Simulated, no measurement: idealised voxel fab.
Process module heading - voxel wiring stack
We display cut, a cross-section 280 nm in width whose square cells are each 5 nm.
Notation: cross-section as square-cell grid; stated in bands, top first, going down; one or more cell rows per band.
Heights first: top, then bottom, in nm. Then materials, left to right, each with a width in nm. "all across" on a single material: fills the band edge to edge. "air": empty space.
Heights from 0 (as-received wafer is one material below). Bottom band endless downward, as "0..down".
Per-row width for "30..40": begins at first number (top row of band), ends at second number (bottom row), increment between rows held constant.
Step note "nothing changed" = no cross-section cell changed.
Any empty space of 8 cells or more lacking an open way to the top shows up in "Closed void catalog" as width x height at distance, distance from the left edge, in nm.
Note: text after step settings on the step line = simulator remark on that step.
"overlay nm" answers the question of how far to the right of plan the mask lay on a step that has a mask, and when it is negative the answer is to the left.
[This section lists the process steps that were planned]
| 1 | RECEIVE | material Si |
| 2 | CONFORMAL_DEP | material SiO2 | thk nm 10 |
| 3 | CONFORMAL_DEP | material SiN | thk nm 5 |
| 4 | DIRECTIONAL_DEP | material lowk | thk nm 25 |
| 5 | PATTERN | tone open | mask id METAL_1 | material resist | width nm 25 | pitch nm 40 | thk nm 20 | overlay nm 0 |
| 6 | DIRECTIONAL_ETCH | etch materials lowk | depth nm 25 |
| 7 | DIRECTIONAL_ETCH | etch materials SiN | depth nm 5 |
| 8 | STRIP | etch materials resist |
| 9 | CONFORMAL_DEP | material TiN | thk nm 5 |
| 10 | FILL_DEP | material W | thk nm 5 |
| 11 | CMP | height nm 40 |
| 12 | CONFORMAL_DEP | material SiCN | thk nm 5 |
| 13 | DIRECTIONAL_DEP | material SiO2 | thk nm 30 |
| 14 | PATTERN | tone open | mask id METAL_2_HOLES | material resist | width nm 15 | pitch nm 40 | thk nm 20 | overlay nm 0 |
| 15 | DIRECTIONAL_ETCH | etch materials SiO2 | depth nm 30 |
| 16 | STRIP | etch materials resist |
| 17 | DIRECTIONAL_DEP | material aC | thk nm 15 |
| 18 | PATTERN | tone open | mask id METAL_2 | material resist | width nm 25 | pitch nm 40 | thk nm 30 | overlay nm 0 |
| 19 | DIRECTIONAL_ETCH | etch materials aC | depth nm 15 |
| 20 | STRIP | etch materials resist |
| 21 | DIRECTIONAL_ETCH | etch materials SiO2 | depth nm 15 |
| 22 | DIRECTIONAL_ETCH | etch materials SiCN | depth nm 5 |
| 23 | STRIP | etch materials aC |
| 24 | CONFORMAL_DEP | material TiN | thk nm 5 |
| 25 | FILL_DEP | material Cu | thk nm 10 |
| 26 | CMP | height nm 75 |
| 27 | CONFORMAL_DEP | material SiCN | thk nm 5 |
| 28 | DIRECTIONAL_DEP | material lowk | thk nm 25 |
| 29 | PATTERN | tone open | mask id METAL_3_HOLES | material resist | width nm 15 | pitch nm 40 | thk nm 20 | overlay nm 0 |
| 30 | DIRECTIONAL_ETCH | etch materials lowk | depth nm 25 |
| 31 | STRIP | etch materials resist |
| 32 | DIRECTIONAL_DEP | material aC | thk nm 10 |
| 33 | PATTERN | tone open | mask id METAL_3 | material resist | width nm 25 | pitch nm 40 | thk nm 30 | overlay nm 0 |
| 34 | DIRECTIONAL_ETCH | etch materials aC | depth nm 10 |
| 35 | STRIP | etch materials resist |
| 36 | DIRECTIONAL_ETCH | etch materials lowk | depth nm 15 |
| 37 | DIRECTIONAL_ETCH | etch materials SiCN | depth nm 5 |
| 38 | STRIP | etch materials aC |
| 39 | CONFORMAL_DEP | material TiN | thk nm 5 |
| 40 | FILL_DEP | material Cu | thk nm 10 |
| 41 | CMP | height nm 105 |
| 42 | CONFORMAL_DEP | material SiCN | thk nm 5 |
[First of two wafers - as planned]
[Cross-section of the wafer at receipt, which is the condition after step 1]
    0..down  Si all across
    Closed void catalog: none
[Wafer section view after processing step 2]
    10..0  SiO2 all across
    below 0: unchanged
[Wafer section view after processing step 3]
    15..10  SiN all across
    below 10: unchanged
[Wafer section view after processing step 4]
    40..15  lowk all across
    below 15: unchanged
[Wafer section view after processing step 5]
    60..40  resist (65)  air (25)  resist (15)  air (25)  resist (15)  air (25)  resist (15)  air (25)  resist (70)
    below 40: unchanged
[Wafer section view after processing step 6]
    60..40  resist (65)  air (25)  resist (15)  air (25)  resist (15)  air (25)  resist (15)  air (25)  resist (70)
    40..15  lowk (65)  air (25)  lowk (15)  air (25)  lowk (15)  air (25)  lowk (15)  air (25)  lowk (70)
    below 15: unchanged
[Wafer section view after processing step 7]
    60..40  resist (65)  air (25)  resist (15)  air (25)  resist (15)  air (25)  resist (15)  air (25)  resist (70)
    40..15  lowk (65)  air (25)  lowk (15)  air (25)  lowk (15)  air (25)  lowk (15)  air (25)  lowk (70)
    15..10  SiN (65)  air (25)  SiN (15)  air (25)  SiN (15)  air (25)  SiN (15)  air (25)  SiN (70)
    below 10: unchanged
[Wafer section view after processing step 8]
    40..15  lowk (65)  air (25)  lowk (15)  air (25)  lowk (15)  air (25)  lowk (15)  air (25)  lowk (70)
    below 15: unchanged
[Wafer section view after processing step 9]
    45..40  TiN (70)  air (15)  TiN (25)  air (15)  TiN (25)  air (15)  TiN (25)  air (15)  TiN (75)
    40..15  lowk (65)  TiN (5)  air (15)  TiN (5)  lowk (15)  TiN (5)  air (15)  TiN (5)  lowk (15)  TiN (5)  air (15)  TiN (5)  lowk (15)  TiN (5)  air (15)  TiN (5)  lowk (70)
    15..10  SiN (65)  TiN (25)  SiN (15)  TiN (25)  SiN (15)  TiN (25)  SiN (15)  TiN (25)  SiN (70)
    below 10: unchanged
[Wafer section view after processing step 10]
    50..45  W all across
    45..40  TiN (70)  W (15)  TiN (25)  W (15)  TiN (25)  W (15)  TiN (25)  W (15)  TiN (75)
    40..15  lowk (65)  TiN (5)  W (15)  TiN (5)  lowk (15)  TiN (5)  W (15)  TiN (5)  lowk (15)  TiN (5)  W (15)  TiN (5)  lowk (15)  TiN (5)  W (15)  TiN (5)  lowk (70)
    below 15: unchanged
[Wafer section view after processing step 11]
    40..15  lowk (65)  TiN (5)  W (15)  TiN (5)  lowk (15)  TiN (5)  W (15)  TiN (5)  lowk (15)  TiN (5)  W (15)  TiN (5)  lowk (15)  TiN (5)  W (15)  TiN (5)  lowk (70)
    below 15: unchanged
[Wafer section view after processing step 12]
    45..40  SiCN all across
    below 40: unchanged
[Wafer section view after processing step 13]
    75..45  SiO2 all across
    below 45: unchanged
[Wafer section view after processing step 14]
    95..75  resist (65)  air (15)  resist (25)  air (15)  resist (25)  air (15)  resist (25)  air (15)  resist (80)
    below 75: unchanged
[Wafer section view after processing step 15]
    95..75  resist (65)  air (15)  resist (25)  air (15)  resist (25)  air (15)  resist (25)  air (15)  resist (80)
    75..45  SiO2 (65)  air (15)  SiO2 (25)  air (15)  SiO2 (25)  air (15)  SiO2 (25)  air (15)  SiO2 (80)
    below 45: unchanged
[Wafer section view after processing step 16]
    75..45  SiO2 (65)  air (15)  SiO2 (25)  air (15)  SiO2 (25)  air (15)  SiO2 (25)  air (15)  SiO2 (80)
    below 45: unchanged
[Wafer section view after processing step 17]
    90..75  aC (65)  air (15)  aC (25)  air (15)  aC (25)  air (15)  aC (25)  air (15)  aC (80)
    75..60  SiO2 (65)  air (15)  SiO2 (25)  air (15)  SiO2 (25)  air (15)  SiO2 (25)  air (15)  SiO2 (80)
    60..45  SiO2 (65)  aC (15)  SiO2 (25)  aC (15)  SiO2 (25)  aC (15)  SiO2 (25)  aC (15)  SiO2 (80)
    below 45: unchanged
[Wafer section view after processing step 18]
    120..90  resist (65)  air (25)  resist (15)  air (25)  resist (15)  air (25)  resist (15)  air (25)  resist (70)
    below 90: unchanged
[Wafer section view after processing step 19]
    105..90  resist (65)  air (25)  resist (15)  air (25)  resist (15)  air (25)  resist (15)  air (25)  resist (70)
    90..75  aC (65)  air (25)  aC (15)  air (25)  aC (15)  air (25)  aC (15)  air (25)  aC (70)
    75..45  SiO2 (65)  air (15)  SiO2 (25)  air (15)  SiO2 (25)  air (15)  SiO2 (25)  air (15)  SiO2 (80)
    below 45: unchanged
[Wafer section view after processing step 20]
    90..75  aC (65)  air (25)  aC (15)  air (25)  aC (15)  air (25)  aC (15)  air (25)  aC (70)
    below 75: unchanged
[Wafer section view after processing step 21]
    90..75  aC (65)  air (25)  aC (15)  air (25)  aC (15)  air (25)  aC (15)  air (25)  aC (70)
    75..60  SiO2 (65)  air (25)  SiO2 (15)  air (25)  SiO2 (15)  air (25)  SiO2 (15)  air (25)  SiO2 (70)
    below 60: unchanged
[Wafer section view after processing step 22]
    90..75  aC (65)  air (25)  aC (15)  air (25)  aC (15)  air (25)  aC (15)  air (25)  aC (70)
    75..60  SiO2 (65)  air (25)  SiO2 (15)  air (25)  SiO2 (15)  air (25)  SiO2 (15)  air (25)  SiO2 (70)
    60..45  SiO2 (65)  air (15)  SiO2 (25)  air (15)  SiO2 (25)  air (15)  SiO2 (25)  air (15)  SiO2 (80)
    45..40  SiCN (65)  air (15)  SiCN (25)  air (15)  SiCN (25)  air (15)  SiCN (25)  air (15)  SiCN (80)
    below 40: unchanged
[Wafer section view after processing step 23]
    75..60  SiO2 (65)  air (25)  SiO2 (15)  air (25)  SiO2 (15)  air (25)  SiO2 (15)  air (25)  SiO2 (70)
    below 60: unchanged
[Wafer section view after processing step 24]
    80..75  TiN (70)  air (15)  TiN (25)  air (15)  TiN (25)  air (15)  TiN (25)  air (15)  TiN (75)
    75..65  SiO2 (65)  TiN (5)  air (15)  TiN (5)  SiO2 (15)  TiN (5)  air (15)  TiN (5)  SiO2 (15)  TiN (5)  air (15)  TiN (5)  SiO2 (15)  TiN (5)  air (15)  TiN (5)  SiO2 (70)
    65..60  SiO2 (65)  TiN (5)  air (5)  TiN (15)  SiO2 (15)  TiN (5)  air (5)  TiN (15)  SiO2 (15)  TiN (5)  air (5)  TiN (15)  SiO2 (15)  TiN (5)  air (5)  TiN (15)  SiO2 (70)
    60..45  SiO2 (65)  TiN (5)  air (5)  TiN (5)  SiO2 (25)  TiN (5)  air (5)  TiN (5)  SiO2 (25)  TiN (5)  air (5)  TiN (5)  SiO2 (25)  TiN (5)  air (5)  TiN (5)  SiO2 (80)
    45..40  SiCN (65)  TiN (15)  SiCN (25)  TiN (15)  SiCN (25)  TiN (15)  SiCN (25)  TiN (15)  SiCN (80)
    below 40: unchanged
[Wafer section view after processing step 25]
    90..80  Cu all across
    80..75  TiN (70)  Cu (15)  TiN (25)  Cu (15)  TiN (25)  Cu (15)  TiN (25)  Cu (15)  TiN (75)
    75..65  SiO2 (65)  TiN (5)  Cu (15)  TiN (5)  SiO2 (15)  TiN (5)  Cu (15)  TiN (5)  SiO2 (15)  TiN (5)  Cu (15)  TiN (5)  SiO2 (15)  TiN (5)  Cu (15)  TiN (5)  SiO2 (70)
    65..60  SiO2 (65)  TiN (5)  Cu (5)  TiN (15)  SiO2 (15)  TiN (5)  Cu (5)  TiN (15)  SiO2 (15)  TiN (5)  Cu (5)  TiN (15)  SiO2 (15)  TiN (5)  Cu (5)  TiN (15)  SiO2 (70)
    60..45  SiO2 (65)  TiN (5)  Cu (5)  TiN (5)  SiO2 (25)  TiN (5)  Cu (5)  TiN (5)  SiO2 (25)  TiN (5)  Cu (5)  TiN (5)  SiO2 (25)  TiN (5)  Cu (5)  TiN (5)  SiO2 (80)
    below 45: unchanged
[Wafer section view after processing step 26]
    75..65  SiO2 (65)  TiN (5)  Cu (15)  TiN (5)  SiO2 (15)  TiN (5)  Cu (15)  TiN (5)  SiO2 (15)  TiN (5)  Cu (15)  TiN (5)  SiO2 (15)  TiN (5)  Cu (15)  TiN (5)  SiO2 (70)
    below 65: unchanged
[Wafer section view after processing step 27]
    80..75  SiCN all across
    below 75: unchanged
[Wafer section view after processing step 28]
    105..80  lowk all across
    below 80: unchanged
[Wafer section view after processing step 29]
    125..105  resist (65)  air (15)  resist (25)  air (15)  resist (25)  air (15)  resist (25)  air (15)  resist (80)
    below 105: unchanged
[Wafer section view after processing step 30]
    125..105  resist (65)  air (15)  resist (25)  air (15)  resist (25)  air (15)  resist (25)  air (15)  resist (80)
    105..80  lowk (65)  air (15)  lowk (25)  air (15)  lowk (25)  air (15)  lowk (25)  air (15)  lowk (80)
    below 80: unchanged
[Wafer section view after processing step 31]
    105..80  lowk (65)  air (15)  lowk (25)  air (15)  lowk (25)  air (15)  lowk (25)  air (15)  lowk (80)
    below 80: unchanged
[Wafer section view after processing step 32]
    115..105  aC (65)  air (15)  aC (25)  air (15)  aC (25)  air (15)  aC (25)  air (15)  aC (80)
    105..90  lowk (65)  air (15)  lowk (25)  air (15)  lowk (25)  air (15)  lowk (25)  air (15)  lowk (80)
    90..80  lowk (65)  aC (15)  lowk (25)  aC (15)  lowk (25)  aC (15)  lowk (25)  aC (15)  lowk (80)
    below 80: unchanged
[Wafer section view after processing step 33]
    145..115  resist (65)  air (25)  resist (15)  air (25)  resist (15)  air (25)  resist (15)  air (25)  resist (70)
    below 115: unchanged
[Wafer section view after processing step 34]
    135..115  resist (65)  air (25)  resist (15)  air (25)  resist (15)  air (25)  resist (15)  air (25)  resist (70)
    115..105  aC (65)  air (25)  aC (15)  air (25)  aC (15)  air (25)  aC (15)  air (25)  aC (70)
    105..80  lowk (65)  air (15)  lowk (25)  air (15)  lowk (25)  air (15)  lowk (25)  air (15)  lowk (80)
    below 80: unchanged
[Wafer section view after processing step 35]
    115..105  aC (65)  air (25)  aC (15)  air (25)  aC (15)  air (25)  aC (15)  air (25)  aC (70)
    below 105: unchanged
[Wafer section view after processing step 36]
    115..105  aC (65)  air (25)  aC (15)  air (25)  aC (15)  air (25)  aC (15)  air (25)  aC (70)
    105..90  lowk (65)  air (25)  lowk (15)  air (25)  lowk (15)  air (25)  lowk (15)  air (25)  lowk (70)
    below 90: unchanged
[Wafer section view after processing step 37]
    115..105  aC (65)  air (25)  aC (15)  air (25)  aC (15)  air (25)  aC (15)  air (25)  aC (70)
    105..90  lowk (65)  air (25)  lowk (15)  air (25)  lowk (15)  air (25)  lowk (15)  air (25)  lowk (70)
    90..80  lowk (65)  air (15)  lowk (25)  air (15)  lowk (25)  air (15)  lowk (25)  air (15)  lowk (80)
    80..75  SiCN (65)  air (15)  SiCN (25)  air (15)  SiCN (25)  air (15)  SiCN (25)  air (15)  SiCN (80)
    below 75: unchanged
[Wafer section view after processing step 38]
    105..90  lowk (65)  air (25)  lowk (15)  air (25)  lowk (15)  air (25)  lowk (15)  air (25)  lowk (70)
    below 90: unchanged
[Wafer section view after processing step 39]
    110..105  TiN (70)  air (15)  TiN (25)  air (15)  TiN (25)  air (15)  TiN (25)  air (15)  TiN (75)
    105..95  lowk (65)  TiN (5)  air (15)  TiN (5)  lowk (15)  TiN (5)  air (15)  TiN (5)  lowk (15)  TiN (5)  air (15)  TiN (5)  lowk (15)  TiN (5)  air (15)  TiN (5)  lowk (70)
    95..90  lowk (65)  TiN (5)  air (5)  TiN (15)  lowk (15)  TiN (5)  air (5)  TiN (15)  lowk (15)  TiN (5)  air (5)  TiN (15)  lowk (15)  TiN (5)  air (5)  TiN (15)  lowk (70)
    90..80  lowk (65)  TiN (5)  air (5)  TiN (5)  lowk (25)  TiN (5)  air (5)  TiN (5)  lowk (25)  TiN (5)  air (5)  TiN (5)  lowk (25)  TiN (5)  air (5)  TiN (5)  lowk (80)
    80..75  SiCN (65)  TiN (15)  SiCN (25)  TiN (15)  SiCN (25)  TiN (15)  SiCN (25)  TiN (15)  SiCN (80)
    below 75: unchanged
[Wafer section view after processing step 40]
    120..110  Cu all across
    110..105  TiN (70)  Cu (15)  TiN (25)  Cu (15)  TiN (25)  Cu (15)  TiN (25)  Cu (15)  TiN (75)
    105..95  lowk (65)  TiN (5)  Cu (15)  TiN (5)  lowk (15)  TiN (5)  Cu (15)  TiN (5)  lowk (15)  TiN (5)  Cu (15)  TiN (5)  lowk (15)  TiN (5)  Cu (15)  TiN (5)  lowk (70)
    95..90  lowk (65)  TiN (5)  Cu (5)  TiN (15)  lowk (15)  TiN (5)  Cu (5)  TiN (15)  lowk (15)  TiN (5)  Cu (5)  TiN (15)  lowk (15)  TiN (5)  Cu (5)  TiN (15)  lowk (70)
    90..80  lowk (65)  TiN (5)  Cu (5)  TiN (5)  lowk (25)  TiN (5)  Cu (5)  TiN (5)  lowk (25)  TiN (5)  Cu (5)  TiN (5)  lowk (25)  TiN (5)  Cu (5)  TiN (5)  lowk (80)
    below 80: unchanged
[Wafer section view after processing step 41]
    105..95  lowk (65)  TiN (5)  Cu (15)  TiN (5)  lowk (15)  TiN (5)  Cu (15)  TiN (5)  lowk (15)  TiN (5)  Cu (15)  TiN (5)  lowk (15)  TiN (5)  Cu (15)  TiN (5)  lowk (70)
    below 95: unchanged
[Wafer section view after processing step 42]
    110..105  SiCN all across
    below 105: unchanged
[Here the second wafer is described. Its start and its plan were those of the first wafer. Its run contained one mistake. Up to and including step 28, it did exactly what the first wafer did]
[Look at the second wafer in cross-section at the time step 29 ought to have finished]
    125..105  resist (55)  air (15)  resist (25)  air (15)  resist (25)  air (15)  resist (25)  air (15)  resist (90)
    below 105: unchanged
[Look at the second wafer in cross-section at the time step 30 ought to have finished]
    125..105  resist (55)  air (15)  resist (25)  air (15)  resist (25)  air (15)  resist (25)  air (15)  resist (90)
    105..80  lowk (55)  air (15)  lowk (25)  air (15)  lowk (25)  air (15)  lowk (25)  air (15)  lowk (90)
    below 80: unchanged
[Look at the second wafer in cross-section at the time step 31 ought to have finished]
    105..80  lowk (55)  air (15)  lowk (25)  air (15)  lowk (25)  air (15)  lowk (25)  air (15)  lowk (90)
    below 80: unchanged
[Look at the second wafer in cross-section at the time step 32 ought to have finished]
    115..105  aC (55)  air (15)  aC (25)  air (15)  aC (25)  air (15)  aC (25)  air (15)  aC (90)
    105..90  lowk (55)  air (15)  lowk (25)  air (15)  lowk (25)  air (15)  lowk (25)  air (15)  lowk (90)
    90..80  lowk (55)  aC (15)  lowk (25)  aC (15)  lowk (25)  aC (15)  lowk (25)  aC (15)  lowk (90)
    below 80: unchanged
[Look at the second wafer in cross-section at the time step 33 ought to have finished]
    145..115  resist (65)  air (25)  resist (15)  air (25)  resist (15)  air (25)  resist (15)  air (25)  resist (70)
    115..105  aC (55)  resist (10)  air (5)  aC (25)  resist (10)  air (5)  aC (25)  resist (10)  air (5)  aC (25)  resist (10)  air (5)  aC (90)
    105..90  lowk (55)  resist (10)  air (5)  lowk (25)  resist (10)  air (5)  lowk (25)  resist (10)  air (5)  lowk (25)  resist (10)  air (5)  lowk (90)
    below 90: unchanged
[Look at the second wafer in cross-section at the time step 34 ought to have finished]
    135..115  resist (65)  air (25)  resist (15)  air (25)  resist (15)  air (25)  resist (15)  air (25)  resist (70)
    115..105  aC (55)  resist (10)  air (25)  aC (5)  resist (10)  air (25)  aC (5)  resist (10)  air (25)  aC (5)  resist (10)  air (25)  aC (70)
    105..90  lowk (55)  resist (10)  air (5)  lowk (25)  resist (10)  air (5)  lowk (25)  resist (10)  air (5)  lowk (25)  resist (10)  air (5)  lowk (90)
    90..80  lowk (55)  aC (10)  air (5)  lowk (25)  aC (10)  air (5)  lowk (25)  aC (10)  air (5)  lowk (25)  aC (10)  air (5)  lowk (90)
    below 80: unchanged
[Look at the second wafer in cross-section at the time step 35 ought to have finished]
    115..105  aC (55)  air (35)  aC (5)  air (35)  aC (5)  air (35)  aC (5)  air (35)  aC (70)
    105..90  lowk (55)  air (15)  lowk (25)  air (15)  lowk (25)  air (15)  lowk (25)  air (15)  lowk (90)
    below 90: unchanged
[Look at the second wafer in cross-section at the time step 36 ought to have finished]
    115..105  aC (55)  air (35)  aC (5)  air (35)  aC (5)  air (35)  aC (5)  air (35)  aC (70)
    105..90  lowk (55)  air (35)  lowk (5)  air (35)  lowk (5)  air (35)  lowk (5)  air (35)  lowk (70)
    below 90: unchanged
[Look at the second wafer in cross-section at the time step 37 ought to have finished]
    115..105  aC (55)  air (35)  aC (5)  air (35)  aC (5)  air (35)  aC (5)  air (35)  aC (70)
    105..90  lowk (55)  air (35)  lowk (5)  air (35)  lowk (5)  air (35)  lowk (5)  air (35)  lowk (70)
    90..80  lowk (55)  aC (10)  air (5)  lowk (25)  aC (10)  air (5)  lowk (25)  aC (10)  air (5)  lowk (25)  aC (10)  air (5)  lowk (90)
    80..75  SiCN (65)  air (5)  SiCN (35)  air (5)  SiCN (35)  air (5)  SiCN (35)  air (5)  SiCN (90)
    below 75: unchanged
[Look at the second wafer in cross-section at the time step 38 ought to have finished]
    105..90  lowk (55)  air (35)  lowk (5)  air (35)  lowk (5)  air (35)  lowk (5)  air (35)  lowk (70)
    90..80  lowk (55)  air (15)  lowk (25)  air (15)  lowk (25)  air (15)  lowk (25)  air (15)  lowk (90)
    below 80: unchanged
[Look at the second wafer in cross-section at the time step 39 ought to have finished]
    110..105  TiN (60)  air (25)  TiN (15)  air (25)  TiN (15)  air (25)  TiN (15)  air (25)  TiN (75)
    105..95  lowk (55)  TiN (5)  air (25)  TiN (5)  lowk (5)  TiN (5)  air (25)  TiN (5)  lowk (5)  TiN (5)  air (25)  TiN (5)  lowk (5)  TiN (5)  air (25)  TiN (5)  lowk (70)
    95..85  lowk (55)  TiN (5)  air (5)  TiN (25..5)  lowk (5..25)  TiN (5)  air (5)  TiN (25..5)  lowk (5..25)  TiN (5)  air (5)  TiN (25..5)  lowk (5..25)  TiN (5)  air (5)  TiN (25..5)  lowk (70..90)
    85..80  lowk (55)  TiN (15)  lowk (25)  TiN (15)  lowk (25)  TiN (15)  lowk (25)  TiN (15)  lowk (90)
    80..75  SiCN (65)  TiN (5)  SiCN (35)  TiN (5)  SiCN (35)  TiN (5)  SiCN (35)  TiN (5)  SiCN (90)
    below 75: unchanged
[Look at the second wafer in cross-section at the time step 40 ought to have finished]
    120..110  Cu all across
    110..105  TiN (60)  Cu (25)  TiN (15)  Cu (25)  TiN (15)  Cu (25)  TiN (15)  Cu (25)  TiN (75)
    105..95  lowk (55)  TiN (5)  Cu (25)  TiN (5)  lowk (5)  TiN (5)  Cu (25)  TiN (5)  lowk (5)  TiN (5)  Cu (25)  TiN (5)  lowk (5)  TiN (5)  Cu (25)  TiN (5)  lowk (70)
    95..85  lowk (55)  TiN (5)  Cu (5)  TiN (25..5)  lowk (5..25)  TiN (5)  Cu (5)  TiN (25..5)  lowk (5..25)  TiN (5)  Cu (5)  TiN (25..5)  lowk (5..25)  TiN (5)  Cu (5)  TiN (25..5)  lowk (70..90)
    below 85: unchanged
[Look at the second wafer in cross-section at the time step 41 ought to have finished]
    105..95  lowk (55)  TiN (5)  Cu (25)  TiN (5)  lowk (5)  TiN (5)  Cu (25)  TiN (5)  lowk (5)  TiN (5)  Cu (25)  TiN (5)  lowk (5)  TiN (5)  Cu (25)  TiN (5)  lowk (70)
    below 95: unchanged
[Look at the second wafer in cross-section at the time step 42 ought to have finished]
    110..105  SiCN all across
    below 105: unchanged
Here's what went sideways: not per plan at step 29, really ran PATTERN | tone open | mask id METAL_3_HOLES | material resist | width nm 15 | pitch nm 40 | thk nm 20 | overlay nm -10
Count the cells at the end and the second wafer has more or fewer of some materials than the first: Cu +12; SiCN +8; TiN +4; lowk -24
